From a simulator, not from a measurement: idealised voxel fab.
Process module heading - voxel transistor to metal
The cross-section shown here is cut; it is 205 nm wide and divided into square cells measuring 5 nm on a side.
Cross-section = grid of square cells, listed top down in bands; band = one or more rows. Per band: top height and bottom height in nm, followed by the left-to-right materials and their widths in nm; "everywhere" marks a single material spanning edge to edge, "air" marks empty space. We count height from 0. Below that, the starting wafer is all one material. The lowest band never ends at the bottom but goes on down; see "0 down" for how that is written. Think of "30->40" as a width that walks from the first number to the second as you go down the band, top row to bottom row, taking equal-sized steps from row to row. Step note "remained the same" = no cross-section cell changed. Closed-off voids of 8+ cells (no open route to the top) go in "Closed cavity list", written width x height at distance from the left edge, in nm. Whatever follows a step's settings on its line is a remark the simulator itself makes about that step. "overlay nm" answers the question of how far to the right of plan the mask lay on a step that has a mask, and when it is negative the answer is to the left. From here on the document is pairs. In a pair, the cross-section before one process step comes with the cross-section after it, and the latter goes no deeper than the lowest band that changed. What lies in between, the step and its settings, is written under the pair. A pair may be from a different run of this module on the same starting wafer than the pair above it, so it continues from that pair only where its entry headed "Pre-process cross-section" says so.

Pre-process cross-section:
0 down = Si everywhere
Closed cavity list: none

Sectional Result:
5 to 0 = SiO2 everywhere
Under 0: no change, same as before.
Closed cavity list: none
The structure goes from the before cross-section above to the after cross-section through CONFORMAL_DEP with material SiO2, thk nm 5

Pre-process cross-section: check the pair just above; its after cross-section is our before state.

Sectional Result:
20 to 5 = SiN everywhere
Under 5: no change, same as before.
Closed cavity list: none
The structure goes from the before cross-section above to the after cross-section through CONFORMAL_DEP with material SiN, thk nm 15

Pre-process cross-section: check the pair just above; its after cross-section is our before state.

Sectional Result:
40 to 20 = 50 of air, then 105 of resist, then 50 of air
Under 20: no change, same as before.
Closed cavity list: none
The structure goes from the before cross-section above to the after cross-section through PATTERN with tone cover, mask id ACTIVE, material resist, width nm 105, thk nm 20, overlay nm 0

Pre-process cross-section: check the pair just above; its after cross-section is our before state.

Sectional Result:
40 to 20 = 50 of air, then 105 of resist, then 50 of air
20 to 5 = 50 of air, then 105 of SiN, then 50 of air
Under 5: no change, same as before.
Closed cavity list: none
The structure goes from the before cross-section above to the after cross-section through DIRECTIONAL_ETCH with etch materials SiN, depth nm 15

Pre-process cross-section: check the pair just above; its after cross-section is our before state.

Sectional Result:
40 to 20 = 50 of air, then 105 of resist, then 50 of air
20 to 5 = 50 of air, then 105 of SiN, then 50 of air
5 to 0 = 50 of air, then 105 of SiO2, then 50 of air
Under 0: no change, same as before.
Closed cavity list: none
The structure goes from the before cross-section above to the after cross-section through DIRECTIONAL_ETCH with etch materials SiO2, depth nm 5

Pre-process cross-section: check the pair just above; its after cross-section is our before state.

Sectional Result:
40 to 20 = 50 of air, then 105 of resist, then 50 of air
20 to 5 = 50 of air, then 105 of SiN, then 50 of air
5 to 0 = 50 of air, then 105 of SiO2, then 50 of air
0 to -30 = 50 of air, then 105 of Si, then 50 of air
Under -30: no change, same as before.
Closed cavity list: none
The structure goes from the before cross-section above to the after cross-section through DIRECTIONAL_ETCH with etch materials Si, depth nm 30

Pre-process cross-section: check the pair just above; its after cross-section is our before state.

Sectional Result:
20 to 5 = 50 of air, then 105 of SiN, then 50 of air
Under 5: no change, same as before.
Closed cavity list: none
The structure goes from the before cross-section above to the after cross-section through STRIP with etch materials resist

Pre-process cross-section: check the pair just above; its after cross-section is our before state.

Sectional Result:
20 to 5 = 50 of air, then 105 of SiN, then 50 of air
5 to 0 = 50 of air, then 105 of SiO2, then 50 of air
0 to -30 = 50 of air, then 5 of SiO2, then 95 of Si, then 5 of SiO2, then 50 of air
-30 to -35 = 55 of SiO2, then 95 of Si, then 55 of SiO2
Under -35: no change, same as before.
Closed cavity list: none
The structure goes from the before cross-section above to the after cross-section through OXIDIZE with depth nm 5

Pre-process cross-section: check the pair just above; its after cross-section is our before state.

Sectional Result:
35 to 20 = SiO2 everywhere
20 to 5 = 50 of SiO2, then 105 of SiN, then 50 of SiO2
5 to 0 = SiO2 everywhere
0 to -35 = 55 of SiO2, then 95 of Si, then 55 of SiO2
Under -35: no change, same as before.
Closed cavity list: none
The structure goes from the before cross-section above to the after cross-section through FILL_DEP with material SiO2, thk nm 15

Pre-process cross-section: check the pair just above; its after cross-section is our before state.

Sectional Result:
20 to 5 = 50 of SiO2, then 105 of SiN, then 50 of SiO2
Under 5: no change, same as before.
Closed cavity list: none
The structure goes from the before cross-section above to the after cross-section through CMP with height nm 20

Pre-process cross-section: check the pair just above; its after cross-section is our before state.

Sectional Result:
20 to 5 = 50 of air, then 105 of SiN, then 50 of air
Under 5: no change, same as before.
Closed cavity list: none
The structure goes from the before cross-section above to the after cross-section through SELECTIVE_ETCH with etch materials SiO2, depth nm 15

Pre-process cross-section: check the pair just above; its after cross-section is our before state.

Sectional Result:
5 to 0 = SiO2 everywhere
Under 0: no change, same as before.
Closed cavity list: none
The structure goes from the before cross-section above to the after cross-section through STRIP with etch materials SiN

Pre-process cross-section: check the pair just above; its after cross-section is our before state.

Sectional Result:
0 to -35 = 55 of SiO2, then 95 of Si, then 55 of SiO2
Under -35: no change, same as before.
Closed cavity list: none
The structure goes from the before cross-section above to the after cross-section through SELECTIVE_ETCH with etch materials SiO2, depth nm 5

Pre-process cross-section: check the pair just above; its after cross-section is our before state.

Sectional Result:
0 to -5 = SiO2 everywhere
Under -5: no change, same as before.
Closed cavity list: none
The structure goes from the before cross-section above to the after cross-section through OXIDIZE with depth nm 5

Pre-process cross-section: check the pair just above; its after cross-section is our before state.

Sectional Result:
25 to 0 = polySi everywhere
Under 0: no change, same as before.
Closed cavity list: none
The structure goes from the before cross-section above to the after cross-section through DIRECTIONAL_DEP with material polySi, thk nm 25

Pre-process cross-section: check the pair just above; its after cross-section is our before state.

Sectional Result:
35 to 25 = SiCN everywhere
Under 25: no change, same as before.
Closed cavity list: none
The structure goes from the before cross-section above to the after cross-section through DIRECTIONAL_DEP with material SiCN, thk nm 10

Pre-process cross-section: check the pair just above; its after cross-section is our before state.

Sectional Result:
50 to 35 = 90 of air, then 25 of resist, then 90 of air
Under 35: no change, same as before.
Closed cavity list: none
The structure goes from the before cross-section above to the after cross-section through PATTERN with tone cover, mask id GATE, material resist, width nm 25, thk nm 15, overlay nm 0

Pre-process cross-section: check the pair just above; its after cross-section is our before state.

Sectional Result:
50 to 35 = 90 of air, then 25 of resist, then 90 of air
35 to 25 = 90 of air, then 25 of SiCN, then 90 of air
Under 25: no change, same as before.
Closed cavity list: none
The structure goes from the before cross-section above to the after cross-section through DIRECTIONAL_ETCH with etch materials SiCN, depth nm 20

Pre-process cross-section: check the pair just above; its after cross-section is our before state.

Sectional Result:
50 to 35 = 90 of air, then 25 of resist, then 90 of air
35 to 25 = 90 of air, then 25 of SiCN, then 90 of air
25 to 0 = 90 of air, then 25 of polySi, then 90 of air
Under 0: no change, same as before.
Closed cavity list: none
The structure goes from the before cross-section above to the after cross-section through DIRECTIONAL_ETCH with etch materials polySi, depth nm 35

Pre-process cross-section: check the pair just above; its after cross-section is our before state.

Sectional Result:
35 to 25 = 90 of air, then 25 of SiCN, then 90 of air
Under 25: no change, same as before.
Closed cavity list: none
The structure goes from the before cross-section above to the after cross-section through STRIP with etch materials resist

Pre-process cross-section: check the pair just above; its after cross-section is our before state.

Sectional Result:
45 to 35 = 80 of air, then 45 of SiN, then 80 of air
35 to 25 = 80 of air, then 10 of SiN, then 25 of SiCN, then 10 of SiN, then 80 of air
25 to 10 = 80 of air, then 10 of SiN, then 25 of polySi, then 10 of SiN, then 80 of air
10 to 0 = 90 of SiN, then 25 of polySi, then 90 of SiN
Under 0: no change, same as before.
Closed cavity list: none
The structure goes from the before cross-section above to the after cross-section through CONFORMAL_DEP with material SiN, thk nm 10

Pre-process cross-section: check the pair just above; its after cross-section is our before state.

Sectional Result:
35 to 25 = 80 of air, then 10 of SiN, then 25 of SiCN, then 10 of SiN, then 80 of air
25 to 0 = 80 of air, then 10 of SiN, then 25 of polySi, then 10 of SiN, then 80 of air
Under 0: no change, same as before.
Closed cavity list: none
The structure goes from the before cross-section above to the after cross-section through DIRECTIONAL_ETCH with etch materials SiN, depth nm 10

Pre-process cross-section: check the pair just above; its after cross-section is our before state.

Sectional Result:
35 to 25 = 80 of air, then 10 of SiN, then 25 of SiCN, then 10 of SiN, then 80 of air
25 to 0 = 80 of air, then 10 of SiN, then 25 of polySi, then 10 of SiN, then 80 of air
0 to -5 = 80 of air, then 45 of SiO2, then 80 of air
Under -5: no change, same as before.
Closed cavity list: none
The structure goes from the before cross-section above to the after cross-section through DIRECTIONAL_ETCH with etch materials SiO2, depth nm 5

Pre-process cross-section: check the pair just above; its after cross-section is our before state.

Sectional Result:
35 to 25 = 80 of air, then 10 of SiN, then 25 of SiCN, then 10 of SiN, then 80 of air
25 to 0 = 80 of air, then 10 of SiN, then 25 of polySi, then 10 of SiN, then 80 of air
0 to -5 = 50 of air, then 30 of nSi, then 45 of SiO2, then 30 of nSi, then 50 of air
Under -5: no change, same as before.
Closed cavity list: none
The structure goes from the before cross-section above to the after cross-section through EPI with material nSi, thk nm 5

Pre-process cross-section: check the pair just above; its after cross-section is our before state.

Sectional Result:
45 to 35 = SiO2 everywhere
35 to 25 = 80 of SiO2, then 10 of SiN, then 25 of SiCN, then 10 of SiN, then 80 of SiO2
25 to 0 = 80 of SiO2, then 10 of SiN, then 25 of polySi, then 10 of SiN, then 80 of SiO2
0 to -5 = 50 of SiO2, then 30 of nSi, then 45 of SiO2, then 30 of nSi, then 50 of SiO2
Under -5: no change, same as before.
Closed cavity list: none
The structure goes from the before cross-section above to the after cross-section through FILL_DEP with material SiO2, thk nm 10

Pre-process cross-section: check the pair just above; its after cross-section is our before state.

Sectional Result:
25 to 0 = 80 of SiO2, then 10 of SiN, then 25 of polySi, then 10 of SiN, then 80 of SiO2
Under 0: no change, same as before.
Closed cavity list: none
The structure goes from the before cross-section above to the after cross-section through CMP with height nm 25

Pre-process cross-section: check the pair just above; its after cross-section is our before state.

Sectional Result:
25 to 0 = 80 of SiO2, then 10 of SiN, then 25 of air, then 10 of SiN, then 80 of SiO2
Under 0: no change, same as before.
Closed cavity list: none
The structure goes from the before cross-section above to the after cross-section through STRIP with etch materials polySi

Pre-process cross-section: check the pair just above; its after cross-section is our before state.

Sectional Result:
25 to 20 = 80 of air, then 10 of SiN, then 25 of air, then 10 of SiN, then 80 of air
20 to 0 = 80 of SiO2, then 10 of SiN, then 25 of air, then 10 of SiN, then 80 of SiO2
0 to -5 = 50 of SiO2, then 30 of nSi, then 5 of SiO2, then 35 of air, then 5 of SiO2, then 30 of nSi, then 50 of SiO2
Under -5: no change, same as before.
Closed cavity list: none
The structure goes from the before cross-section above to the after cross-section through SELECTIVE_ETCH with etch materials SiO2, depth nm 5

Pre-process cross-section: check the pair just above; its after cross-section is our before state.

Sectional Result:
30 to 25 = 75 of air, then 20 of HfO2, then 15 of air, then 20 of HfO2, then 75 of air
25 to 20 = 80 of HfO2, then 10 of SiN, then 5 of HfO2, then 15 of air, then 5 of HfO2, then 10 of SiN, then 80 of HfO2
20 to 0 = 80 of SiO2, then 10 of SiN, then 5 of HfO2, then 15 of air, then 5 of HfO2, then 10 of SiN, then 80 of SiO2
0 to -5 = 50 of SiO2, then 30 of nSi, then 5 of SiO2, then 35 of HfO2, then 5 of SiO2, then 30 of nSi, then 50 of SiO2
Under -5: no change, same as before.
Closed cavity list: none
The structure goes from the before cross-section above to the after cross-section through CONFORMAL_DEP with material HfO2, thk nm 5

Pre-process cross-section: check the pair just above; its after cross-section is our before state.

Sectional Result:
35 to 30 = 70 of air, then 30 of TiN, then 5 of air, then 30 of TiN, then 70 of air
30 to 25 = 75 of TiN, then 20 of HfO2, then 5 of TiN, then 5 of air, then 5 of TiN, then 20 of HfO2, then 75 of TiN
25 to 20 = 80 of HfO2, then 10 of SiN, then 5 of HfO2, then 5 of TiN, then 5 of air, then 5 of TiN, then 5 of HfO2, then 10 of SiN, then 80 of HfO2
20 to 5 = 80 of SiO2, then 10 of SiN, then 5 of HfO2, then 5 of TiN, then 5 of air, then 5 of TiN, then 5 of HfO2, then 10 of SiN, then 80 of SiO2
5 to 0 = 80 of SiO2, then 10 of SiN, then 5 of HfO2, then 15 of TiN, then 5 of HfO2, then 10 of SiN, then 80 of SiO2
Under 0: no change, same as before.
Closed cavity list: none
The structure goes from the before cross-section above to the after cross-section through CONFORMAL_DEP with material TiN, thk nm 5

Pre-process cross-section: check the pair just above; its after cross-section is our before state.

Sectional Result:
45 to 35 = W everywhere
35 to 30 = 70 of W, then 30 of TiN, then 5 of W, then 30 of TiN, then 70 of W
30 to 25 = 75 of TiN, then 20 of HfO2, then 5 of TiN, then 5 of W, then 5 of TiN, then 20 of HfO2, then 75 of TiN
25 to 20 = 80 of HfO2, then 10 of SiN, then 5 of HfO2, then 5 of TiN, then 5 of W, then 5 of TiN, then 5 of HfO2, then 10 of SiN, then 80 of HfO2
20 to 5 = 80 of SiO2, then 10 of SiN, then 5 of HfO2, then 5 of TiN, then 5 of W, then 5 of TiN, then 5 of HfO2, then 10 of SiN, then 80 of SiO2
Under 5: no change, same as before.
Closed cavity list: none
The structure goes from the before cross-section above to the after cross-section through FILL_DEP with material W, thk nm 10

Pre-process cross-section: check the pair just above; its after cross-section is our before state.

Sectional Result:
20 to 5 = 80 of SiO2, then 10 of SiN, then 5 of HfO2, then 5 of TiN, then 5 of W, then 5 of TiN, then 5 of HfO2, then 10 of SiN, then 80 of SiO2
Under 5: no change, same as before.
Closed cavity list: none
The structure goes from the before cross-section above to the after cross-section through CMP with height nm 20

Pre-process cross-section: check the pair just above; its after cross-section is our before state.

Sectional Result:
35 to 20 = SiO2 everywhere
Under 20: no change, same as before.
Closed cavity list: none
The structure goes from the before cross-section above to the after cross-section through DIRECTIONAL_DEP with material SiO2, thk nm 15

Pre-process cross-section: check the pair just above; its after cross-section is our before state.

Sectional Result:
35 to 20 = 55 of SiO2, then 15 of air, then 65 of SiO2, then 15 of air, then 55 of SiO2
20 to 5 = 55 of SiO2, then 15 of air, then 10 of SiO2, then 10 of SiN, then 5 of HfO2, then 5 of TiN, then 5 of W, then 5 of TiN, then 5 of HfO2, then 10 of SiN, then 10 of SiO2, then 15 of air, then 55 of SiO2
5 to 0 = 55 of SiO2, then 15 of air, then 10 of SiO2, then 10 of SiN, then 5 of HfO2, then 15 of TiN, then 5 of HfO2, then 10 of SiN, then 10 of SiO2, then 15 of air, then 55 of SiO2
Under 0: no change, same as before.
Closed cavity list: none
The structure goes from the before cross-section above to the after cross-section through MASKED_ETCH with tone open, mask id CONTACT, width nm 15, pitch nm 80, etch materials SiO2, depth nm 35, overlay nm 0

Pre-process cross-section: check the pair just above; its after cross-section is our before state.

Sectional Result:
40 to 35 = 60 of TiN, then 5 of air, then 75 of TiN, then 5 of air, then 60 of TiN
35 to 20 = 55 of SiO2, then 5 of TiN, then 5 of air, then 5 of TiN, then 65 of SiO2, then 5 of TiN, then 5 of air, then 5 of TiN, then 55 of SiO2
20 to 5 = 55 of SiO2, then 5 of TiN, then 5 of air, then 5 of TiN, then 10 of SiO2, then 10 of SiN, then 5 of HfO2, then 5 of TiN, then 5 of W, then 5 of TiN, then 5 of HfO2, then 10 of SiN, then 10 of SiO2, then 5 of TiN, then 5 of air, then 5 of TiN, then 55 of SiO2
5 to 0 = 55 of SiO2, then 15 of TiN, then 10 of SiO2, then 10 of SiN, then 5 of HfO2, then 15 of TiN, then 5 of HfO2, then 10 of SiN, then 10 of SiO2, then 15 of TiN, then 55 of SiO2
Under 0: no change, same as before.
Closed cavity list: none
The structure goes from the before cross-section above to the after cross-section through CONFORMAL_DEP with material TiN, thk nm 5

Pre-process cross-section: check the pair just above; its after cross-section is our before state.

Sectional Result:
45 to 40 = W everywhere
40 to 35 = 60 of TiN, then 5 of W, then 75 of TiN, then 5 of W, then 60 of TiN
35 to 20 = 55 of SiO2, then 5 of TiN, then 5 of W, then 5 of TiN, then 65 of SiO2, then 5 of TiN, then 5 of W, then 5 of TiN, then 55 of SiO2
20 to 5 = 55 of SiO2, then 5 of TiN, then 5 of W, then 5 of TiN, then 10 of SiO2, then 10 of SiN, then 5 of HfO2, then 5 of TiN, then 5 of W, then 5 of TiN, then 5 of HfO2, then 10 of SiN, then 10 of SiO2, then 5 of TiN, then 5 of W, then 5 of TiN, then 55 of SiO2
Under 5: no change, same as before.
Closed cavity list: none
The structure goes from the before cross-section above to the after cross-section through FILL_DEP with material W, thk nm 5

Pre-process cross-section: check the pair just above; its after cross-section is our before state.

Sectional Result:
35 to 20 = 55 of SiO2, then 5 of TiN, then 5 of W, then 5 of TiN, then 65 of SiO2, then 5 of TiN, then 5 of W, then 5 of TiN, then 55 of SiO2
Under 20: no change, same as before.
Closed cavity list: none
The structure goes from the before cross-section above to the after cross-section through CMP with height nm 35

Pre-process cross-section: check the pair just above; its after cross-section is our before state.

Sectional Result:
40 to 35 = TiN everywhere
Under 35: no change, same as before.
Closed cavity list: none
The structure goes from the before cross-section above to the after cross-section through DIRECTIONAL_DEP with material TiN, thk nm 5

Pre-process cross-section: check the pair just above; its after cross-section is our before state.

Sectional Result:
55 to 40 = W everywhere
Under 40: no change, same as before.
Closed cavity list: none
The structure goes from the before cross-section above to the after cross-section through DIRECTIONAL_DEP with material W, thk nm 15

Pre-process cross-section: check the pair just above; its after cross-section is our before state.

Sectional Result:
65 to 55 = aC everywhere
Under 55: no change, same as before.
Closed cavity list: none
The structure goes from the before cross-section above to the after cross-section through DIRECTIONAL_DEP with material aC, thk nm 10

Pre-process cross-section: check the pair just above; its after cross-section is our before state.

Sectional Result:
90 to 65 = 55 of air, then 15 of resist, then 65 of air, then 15 of resist, then 55 of air
Under 65: no change, same as before.
Closed cavity list: none
The structure goes from the before cross-section above to the after cross-section through PATTERN with tone cover, mask id METAL_1, material resist, width nm 15, pitch nm 80, thk nm 25, overlay nm 0

Pre-process cross-section: check the pair just above; its after cross-section is our before state.

Sectional Result:
80 to 65 = 55 of air, then 15 of resist, then 65 of air, then 15 of resist, then 55 of air
65 to 55 = 55 of air, then 15 of aC, then 65 of air, then 15 of aC, then 55 of air
Under 55: no change, same as before.
Closed cavity list: none
The structure goes from the before cross-section above to the after cross-section through DIRECTIONAL_ETCH with etch materials aC, depth nm 10

Pre-process cross-section: check the pair just above; its after cross-section is our before state.

Sectional Result:
65 to 55 = 55 of air, then 15 of aC, then 65 of air, then 15 of aC, then 55 of air
Under 55: no change, same as before.
Closed cavity list: none
The structure goes from the before cross-section above to the after cross-section through STRIP with etch materials resist

Pre-process cross-section: check the pair just above; its after cross-section is our before state.

Sectional Result:
65 to 55 = 55 of air, then 15 of aC, then 65 of air, then 15 of aC, then 55 of air
55 to 40 = 55 of air, then 15 of W, then 65 of air, then 15 of W, then 55 of air
Under 40: no change, same as before.
Closed cavity list: none
The structure goes from the before cross-section above to the after cross-section through DIRECTIONAL_ETCH with etch materials W, depth nm 15

Pre-process cross-section: check the pair just above; its after cross-section is our before state.

Sectional Result:
65 to 55 = 55 of air, then 15 of aC, then 65 of air, then 15 of aC, then 55 of air
55 to 40 = 55 of air, then 15 of W, then 65 of air, then 15 of W, then 55 of air
40 to 35 = 55 of air, then 15 of TiN, then 65 of air, then 15 of TiN, then 55 of air
Under 35: no change, same as before.
Closed cavity list: none
The structure goes from the before cross-section above to the after cross-section through DIRECTIONAL_ETCH with etch materials TiN, depth nm 5

Pre-process cross-section: check the pair just above; its after cross-section is our before state.

Sectional Result:
55 to 40 = 55 of air, then 15 of W, then 65 of air, then 15 of W, then 55 of air
Under 40: no change, same as before.
Closed cavity list: none
The structure goes from the before cross-section above to the after cross-section through STRIP with etch materials aC

Pre-process cross-section: check the pair just above; its after cross-section is our before state.

Sectional Result:
60 to 55 = 50 of air, then 25 of SiCN, then 55 of air, then 25 of SiCN, then 50 of air
55 to 40 = 50 of air, then 5 of SiCN, then 15 of W, then 5 of SiCN, then 55 of air, then 5 of SiCN, then 15 of W, then 5 of SiCN, then 50 of air
40 to 35 = 55 of SiCN, then 15 of TiN, then 65 of SiCN, then 15 of TiN, then 55 of SiCN
Under 35: no change, same as before.
Closed cavity list: none
The structure goes from the before cross-section above to the after cross-section through CONFORMAL_DEP with material SiCN, thk nm 5

Pre-process cross-section: check the pair just above; its after cross-section is our before state.

Sectional Result:
70 to 60 = SiO2 everywhere
60 to 55 = 50 of SiO2, then 25 of SiCN, then 55 of SiO2, then 25 of SiCN, then 50 of SiO2
55 to 40 = 50 of SiO2, then 5 of SiCN, then 15 of W, then 5 of SiCN, then 55 of SiO2, then 5 of SiCN, then 15 of W, then 5 of SiCN, then 50 of SiO2
Under 40: no change, same as before.
Closed cavity list: none
The structure goes from the before cross-section above to the after cross-section through FILL_DEP with material SiO2, thk nm 10

Pre-process cross-section: check the pair just above; its after cross-section is our before state.

Sectional Result:
55 to 40 = 50 of SiO2, then 5 of SiCN, then 15 of W, then 5 of SiCN, then 55 of SiO2, then 5 of SiCN, then 15 of W, then 5 of SiCN, then 50 of SiO2
Under 40: no change, same as before.
Closed cavity list: none
The structure goes from the before cross-section above to the after cross-section through CMP with height nm 55

Pre-process cross-section: check the pair just above; its after cross-section is our before state.

Sectional Result:
60 to 55 = SiCN everywhere
Under 55: no change, same as before.
Closed cavity list: none
The structure goes from the before cross-section above to the after cross-section through CONFORMAL_DEP with material SiCN, thk nm 5

Pre-process cross-section: check the pair just above; its after cross-section is our before state.

Sectional Result:
90 to 60 = SiO2 everywhere
Under 60: no change, same as before.
Closed cavity list: none
The structure goes from the before cross-section above to the after cross-section through DIRECTIONAL_DEP with material SiO2, thk nm 30

Pre-process cross-section: check the pair just above; its after cross-section is our before state.

Sectional Result:
90 to 70 = 55 of SiO2, then 15 of air, then 65 of SiO2, then 15 of air, then 55 of SiO2
Under 70: no change, same as before.
Closed cavity list: none
The structure goes from the before cross-section above to the after cross-section through MASKED_ETCH with tone open, mask id METAL_2, width nm 15, pitch nm 80, etch materials SiO2, depth nm 20, overlay nm 0

Pre-process cross-section: check the pair just above; its after cross-section is our before state.

Sectional Result:
105 to 90 = 55 of aC, then 15 of air, then 65 of aC, then 15 of air, then 55 of aC
90 to 85 = 55 of SiO2, then 15 of air, then 65 of SiO2, then 15 of air, then 55 of SiO2
85 to 70 = 55 of SiO2, then 15 of aC, then 65 of SiO2, then 15 of aC, then 55 of SiO2
Under 70: no change, same as before.
Closed cavity list: none
The structure goes from the before cross-section above to the after cross-section through DIRECTIONAL_DEP with material aC, thk nm 15

Pre-process cross-section: check the pair just above; its after cross-section is our before state.

Sectional Result:
140 to 105 = 55 of resist, then 15 of air, then 65 of resist, then 15 of air, then 55 of resist
Under 105: no change, same as before.
Closed cavity list: none
The structure goes from the before cross-section above to the after cross-section through PATTERN with tone open, mask id METAL_2_HOLES, material resist, width nm 15, pitch nm 80, thk nm 35, overlay nm 0

Pre-process cross-section: check the pair just above; its after cross-section is our before state.

Sectional Result:
125 to 105 = 55 of resist, then 15 of air, then 65 of resist, then 15 of air, then 55 of resist
105 to 90 = 55 of aC, then 15 of air, then 65 of aC, then 15 of air, then 55 of aC
90 to 70 = 55 of SiO2, then 15 of air, then 65 of SiO2, then 15 of air, then 55 of SiO2
Under 70: no change, same as before.
Closed cavity list: none
The structure goes from the before cross-section above to the after cross-section through DIRECTIONAL_ETCH with etch materials aC, depth nm 15

Pre-process cross-section: check the pair just above; its after cross-section is our before state.

Sectional Result:
105 to 90 = 55 of aC, then 15 of air, then 65 of aC, then 15 of air, then 55 of aC
Under 90: no change, same as before.
Closed cavity list: none
The structure goes from the before cross-section above to the after cross-section through STRIP with etch materials resist

Pre-process cross-section: check the pair just above; its after cross-section is our before state.

Sectional Result:
105 to 90 = 55 of aC, then 15 of air, then 65 of aC, then 15 of air, then 55 of aC
90 to 60 = 55 of SiO2, then 15 of air, then 65 of SiO2, then 15 of air, then 55 of SiO2
Under 60: no change, same as before.
Closed cavity list: none
The structure goes from the before cross-section above to the after cross-section through DIRECTIONAL_ETCH with etch materials SiO2, depth nm 10

Pre-process cross-section: check the pair just above; its after cross-section is our before state.

Sectional Result:
105 to 90 = 55 of aC, then 15 of air, then 65 of aC, then 15 of air, then 55 of aC
90 to 60 = 55 of SiO2, then 15 of air, then 65 of SiO2, then 15 of air, then 55 of SiO2
60 to 55 = 55 of SiCN, then 15 of air, then 65 of SiCN, then 15 of air, then 55 of SiCN
Under 55: no change, same as before.
Closed cavity list: none
The structure goes from the before cross-section above to the after cross-section through DIRECTIONAL_ETCH with etch materials SiCN, depth nm 5

Pre-process cross-section: check the pair just above; its after cross-section is our before state.

Sectional Result:
90 to 60 = 55 of SiO2, then 15 of air, then 65 of SiO2, then 15 of air, then 55 of SiO2
Under 60: no change, same as before.
Closed cavity list: none
The structure goes from the before cross-section above to the after cross-section through STRIP with etch materials aC

Pre-process cross-section: check the pair just above; its after cross-section is our before state.

Sectional Result:
95 to 90 = 60 of TiN, then 5 of air, then 75 of TiN, then 5 of air, then 60 of TiN
90 to 60 = 55 of SiO2, then 5 of TiN, then 5 of air, then 5 of TiN, then 65 of SiO2, then 5 of TiN, then 5 of air, then 5 of TiN, then 55 of SiO2
60 to 55 = 55 of SiCN, then 15 of TiN, then 65 of SiCN, then 15 of TiN, then 55 of SiCN
Under 55: no change, same as before.
Closed cavity list: none
The structure goes from the before cross-section above to the after cross-section through CONFORMAL_DEP with material TiN, thk nm 5

Pre-process cross-section: check the pair just above; its after cross-section is our before state.

Sectional Result:
100 to 95 = Cu everywhere
95 to 90 = 60 of TiN, then 5 of Cu, then 75 of TiN, then 5 of Cu, then 60 of TiN
90 to 60 = 55 of SiO2, then 5 of TiN, then 5 of Cu, then 5 of TiN, then 65 of SiO2, then 5 of TiN, then 5 of Cu, then 5 of TiN, then 55 of SiO2
Under 60: no change, same as before.
Closed cavity list: none
The structure goes from the before cross-section above to the after cross-section through FILL_DEP with material Cu, thk nm 5

Pre-process cross-section: check the pair just above; its after cross-section is our before state.

Sectional Result:
90 to 60 = 55 of SiO2, then 5 of TiN, then 5 of Cu, then 5 of TiN, then 65 of SiO2, then 5 of TiN, then 5 of Cu, then 5 of TiN, then 55 of SiO2
Under 60: no change, same as before.
Closed cavity list: none
The structure goes from the before cross-section above to the after cross-section through CMP with height nm 90

Pre-process cross-section: check the pair just above; its after cross-section is our before state.

Sectional Result:
95 to 90 = SiCN everywhere
Under 90: no change, same as before.
Closed cavity list: none
The structure goes from the before cross-section above to the after cross-section through CONFORMAL_DEP with material SiCN, thk nm 5

Pre-process cross-section:
70 to 60 = SiO2 everywhere
60 to 55 = 50 of SiO2, then 25 of SiCN, then 55 of SiO2, then 25 of SiCN, then 50 of SiO2
55 to 40 = 50 of SiO2, then 5 of SiCN, then 15 of W, then 5 of SiCN, then 55 of SiO2, then 5 of SiCN, then 15 of W, then 5 of SiCN, then 50 of SiO2
40 to 35 = 55 of SiCN, then 15 of TiN, then 65 of SiCN, then 15 of TiN, then 55 of SiCN
35 to 20 = 55 of SiO2, then 5 of TiN, then 5 of W, then 5 of TiN, then 65 of SiO2, then 5 of TiN, then 5 of W, then 5 of TiN, then 55 of SiO2
20 to 5 = 55 of SiO2, then 5 of TiN, then 5 of W, then 5 of TiN, then 10 of SiO2, then 10 of SiN, then 5 of HfO2, then 5 of TiN, then 5 of W, then 5 of TiN, then 5 of HfO2, then 10 of SiN, then 10 of SiO2, then 5 of TiN, then 5 of W, then 5 of TiN, then 55 of SiO2
5 to 0 = 55 of SiO2, then 15 of TiN, then 10 of SiO2, then 10 of SiN, then 5 of HfO2, then 15 of TiN, then 5 of HfO2, then 10 of SiN, then 10 of SiO2, then 15 of TiN, then 55 of SiO2
0 to -5 = 50 of SiO2, then 30 of nSi, then 5 of SiO2, then 35 of HfO2, then 5 of SiO2, then 30 of nSi, then 50 of SiO2
-5 to -35 = 55 of SiO2, then 95 of Si, then 55 of SiO2
-35 down = Si everywhere
Closed cavity list: none

Sectional Result:
75 to 70 = SiCN everywhere
Under 70: no change, same as before.
Closed cavity list: none
The structure goes from the before cross-section above to the after cross-section through CONFORMAL_DEP with material SiCN, thk nm 5

Pre-process cross-section: check the pair just above; its after cross-section is our before state.

Sectional Result:
105 to 75 = SiO2 everywhere
Under 75: no change, same as before.
Closed cavity list: none
The structure goes from the before cross-section above to the after cross-section through DIRECTIONAL_DEP with material SiO2, thk nm 30

Pre-process cross-section: check the pair just above; its after cross-section is our before state.

Sectional Result:
105 to 85 = 55 of SiO2, then 15 of air, then 65 of SiO2, then 15 of air, then 55 of SiO2
Under 85: no change, same as before.
Closed cavity list: none
The structure goes from the before cross-section above to the after cross-section through MASKED_ETCH with tone open, mask id METAL_2, width nm 15, pitch nm 80, etch materials SiO2, depth nm 20, overlay nm 0

Pre-process cross-section: check the pair just above; its after cross-section is our before state.

Sectional Result:
120 to 105 = 55 of aC, then 15 of air, then 65 of aC, then 15 of air, then 55 of aC
105 to 100 = 55 of SiO2, then 15 of air, then 65 of SiO2, then 15 of air, then 55 of SiO2
100 to 85 = 55 of SiO2, then 15 of aC, then 65 of SiO2, then 15 of aC, then 55 of SiO2
Under 85: no change, same as before.
Closed cavity list: none
The structure goes from the before cross-section above to the after cross-section through DIRECTIONAL_DEP with material aC, thk nm 15

Pre-process cross-section: check the pair just above; its after cross-section is our before state.

Sectional Result:
155 to 120 = 55 of resist, then 15 of air, then 65 of resist, then 15 of air, then 55 of resist
Under 120: no change, same as before.
Closed cavity list: none
The structure goes from the before cross-section above to the after cross-section through PATTERN with tone open, mask id METAL_2_HOLES, material resist, width nm 15, pitch nm 80, thk nm 35, overlay nm 0

Pre-process cross-section: check the pair just above; its after cross-section is our before state.

Sectional Result:
140 to 120 = 55 of resist, then 15 of air, then 65 of resist, then 15 of air, then 55 of resist
120 to 105 = 55 of aC, then 15 of air, then 65 of aC, then 15 of air, then 55 of aC
105 to 85 = 55 of SiO2, then 15 of air, then 65 of SiO2, then 15 of air, then 55 of SiO2
Under 85: no change, same as before.
Closed cavity list: none
The structure goes from the before cross-section above to the after cross-section through DIRECTIONAL_ETCH with etch materials aC, depth nm 15
